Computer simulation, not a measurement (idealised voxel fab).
process module | voxel ribs on slabs
cross-section cut | 290 nm wide | cells 5 nm
A cross-section is a grid of square cells, given in bands from the top down. A band is one or more rows of cells.
Each band's line starts with the height of the band's top and of its bottom, in nm. Then come its materials from left to right, each with its width in nm. One material with "throughout" fills the band from edge to edge. "air" is empty space.
Height 0 is the level under which the wafer as received is all one material. The lowest band goes on downwards, as in "0 down".
A width such as "30 to 40" changes by the same amount from each row of cells to the next, from the band's top row to its bottom row.
"no change" after a step means that no cell of the cross-section changed.
closed voids: empty space of 8 cells or more with no open way to the top, each as width x height at its distance from the left edge, in nm
after a step's settings: what the simulator itself notes on the step
overlay nm, on a step with a mask: how far to the right of its planned place the mask lay; to the left if negative
plan
1 op RECEIVE | material Si
2 op DIRECTIONAL_DEP | material SiO2 | thk nm 30
3 op DIRECTIONAL_DEP | material polySi | thk nm 20
4 op MASKED_ETCH | tone cover | mask id RIB | width nm 25 | etch materials polySi | depth nm 5 | overlay nm 0
5 op PATTERN | tone cover | mask id SLAB | material resist | width nm 55 | thk nm 15 | overlay nm 0
6 op DIRECTIONAL_ETCH | etch materials polySi | depth nm 15
7 op STRIP | etch materials resist
8 op FILL_DEP | material SiO2 | thk nm 20
9 op CMP | height nm 60
10 op DIRECTIONAL_DEP | material W | thk nm 5
11 op MASKED_ETCH | tone cover | mask id HEATER | width nm 35 | etch materials W | depth nm 5 | overlay nm 0
12 op CONFORMAL_DEP | material SiN | thk nm 10
first wafer, as planned
as received, after step 1
  0 down: Si throughout
  closed voids: none
after step 2
  30 to 0: SiO2 throughout
  below 0: unchanged
after step 3
  50 to 30: polySi throughout
  below 30: unchanged
after step 4
  50 to 45: air 130 | polySi 25 | air 135
  below 45: unchanged
after step 5
  65 to 50: air 115 | resist 55 | air 120
  50 to 45: air 115 | resist 15 | polySi 25 | resist 15 | air 120
  below 45: unchanged
after step 6
  65 to 50: air 115 | resist 55 | air 120
  50 to 45: air 115 | resist 15 | polySi 25 | resist 15 | air 120
  45 to 30: air 115 | polySi 55 | air 120
  below 30: unchanged
after step 7
  50 to 45: air 130 | polySi 25 | air 135
  below 45: unchanged
after step 8
  70 to 50: SiO2 throughout
  50 to 45: SiO2 130 | polySi 25 | SiO2 135
  45 to 30: SiO2 115 | polySi 55 | SiO2 120
  below 30: unchanged
after step 9
  60 to 50: SiO2 throughout
  below 50: unchanged
after step 10
  65 to 60: W throughout
  below 60: unchanged
after step 11
  65 to 60: air 125 | W 35 | air 130
  below 60: unchanged
after step 12
  75 to 70: air 115 | SiN 55 | air 120
  70 to 65: SiN throughout
  65 to 60: SiN 125 | W 35 | SiN 130
  below 60: unchanged
second wafer: like start, like plan, one mistake. Through step 11 it matches the first wafer
when step 12 should have ended: no change
what went wrong: step 12 was left out
at the end the second wafer has, in cells: 120 fewer of SiN
